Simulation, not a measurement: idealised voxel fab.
Presented below is a process module, voxel capacitor over wiring.
Each square cell in cross-section cut measures 5 nm, and the section as a whole is 175 nm wide.
Throughout this document, each cross-section is represented as a grid of square cells and is presented as a sequence of bands enumerated from the top downward, where a band comprises one or more rows of cells. Band: top height; bottom height; in nm. Then, left to right: material with width in nm, for each material. "all across": a single material spanning edge to edge. "empty": empty space. For the purposes of this specification, 0 denotes the height below which the wafer in its as-received condition is composed wholly of one material, and the lowermost band, lacking a lower limit, extends downward without end, as expressed in "0 down". The two numbers in a width such as "30 to 40" mark its ends across the band: the first belongs to the top row of cells, the second to the bottom row, and from each row to the next the width moves by the same amount. A step reported as "no alterations made" is a step in which no cell of the cross-section changed. For the entry "Sealed internal cavities", the listed items are empty spaces with no open way to the top whose size is 8 cells or more; each item follows the pattern width x height at distance, where distance is from the left edge and all three are in nm. Past the settings on a step's line: simulator remark, on that step. If you see "overlay nm" on a step's line and that step has a mask, it's telling you how far right of where it was planned the mask ended up; a negative number means it went left instead.
**The steps planned for the process are as follows**
1: RECEIVE with material Si
2: CONFORMAL_DEP with material SiO2, thk nm 10
3: CONFORMAL_DEP with material SiCN, thk nm 5
4: DIRECTIONAL_DEP with material lowk, thk nm 15
5: PATTERN with tone open, mask id METAL_1, material resist, width nm 20, pitch nm 90, thk nm 15, overlay nm 0
6: DIRECTIONAL_ETCH with etch materials lowk, depth nm 15
7: DIRECTIONAL_ETCH with etch materials SiCN, depth nm 5
8: STRIP with etch materials resist
9: CONFORMAL_DEP with material TiN, thk nm 5
10: FILL_DEP with material Cu, thk nm 5
11: CMP with height nm 30
12: EPI with material Ru, thk nm 5
13: FILL_DEP with material SiCN, thk nm 5
14: DIRECTIONAL_DEP with material lowk, thk nm 15
15: DIRECTIONAL_DEP with material aC, thk nm 10
16: PATTERN with tone open, mask id PLUG_1, material resist, width nm 15, thk nm 25, overlay nm 0
17: DIRECTIONAL_ETCH with etch materials aC, depth nm 10
18: STRIP with etch materials resist
19: DIRECTIONAL_ETCH with etch materials lowk, depth nm 15
20: DIRECTIONAL_ETCH with etch materials SiCN, depth nm 5
21: STRIP with etch materials aC
22: CONFORMAL_DEP with material TiN, thk nm 5
23: FILL_DEP with material Ru, thk nm 5
24: CMP with height nm 55
25: DIRECTIONAL_DEP with material TiN, thk nm 5
26: DIRECTIONAL_DEP with material Al2O3, thk nm 5
27: DIRECTIONAL_DEP with material TiN, thk nm 10
28: MASKED_ETCH with tone cover, mask id UPPER_PLATE, width nm 75, etch materials TiN, depth nm 10, overlay nm 0
29: MASKED_ETCH with tone cover, mask id UPPER_PLATE, width nm 75, etch materials Al2O3, depth nm 5, overlay nm 0
30: MASKED_ETCH with tone cover, mask id LOWER_PLATE, width nm 85, etch materials TiN, depth nm 5, overlay nm 0
31: FILL_DEP with material SiO2, thk nm 20
32: CMP with height nm 90
33: MASKED_ETCH with tone open, mask id PLUG_2, width nm 15, etch materials SiO2, depth nm 15, overlay nm 0
34: CONFORMAL_DEP with material TiN, thk nm 5
35: FILL_DEP with material W, thk nm 10
36: CMP with height nm 90
37: CONFORMAL_DEP with material SiN, thk nm 5
**Wafer cross-section on receipt, i.e. after step 1**
> 0 down | Si all across
> Sealed internal cavities: none
**Below is the wafer in cross-section after the module was completed. It began from the starting point shown above and followed the plan shown above, except that one mistake was made while running it**
> 105 to 90 | SiN all across
> 90 to 80 | SiO2: 45, then TiN: 5, then W: 5, then TiN: 5, then SiO2: 115
> 80 to 75 | SiO2: 45, then TiN: 15, then SiO2: 115
> 75 to 65 | SiO2: 35, then TiN: 75, then SiO2: 65
> 65 to 60 | SiO2: 35, then Al2O3: 75, then SiO2: 65
> 60 to 55 | SiO2: 30, then TiN: 85, then SiO2: 60
> 55 to 40 | lowk: 35, then TiN: 5, then Ru: 5, then TiN: 5, then lowk: 125
> 40 to 35 | SiCN: 35, then TiN: 15, then SiCN: 125
> 35 to 30 | SiCN: 25, then Ru: 30, then SiCN: 60, then Ru: 30, then SiCN: 30
> 30 to 15 | lowk: 30, then TiN: 5, then Cu: 10, then TiN: 5, then lowk: 70, then TiN: 5, then Cu: 10, then TiN: 5, then lowk: 35
> 15 to 10 | SiCN: 30, then TiN: 20, then SiCN: 70, then TiN: 20, then SiCN: 35
> 10 to 0 | SiO2 all across
> 0 down | Si all across
> Sealed internal cavities: none
It is concluded that the wafer was processed incorrectly with respect to the plan, in that step 37, actual vs plan mismatch, actual run CONFORMAL_DEP with material SiN, thk nm 15
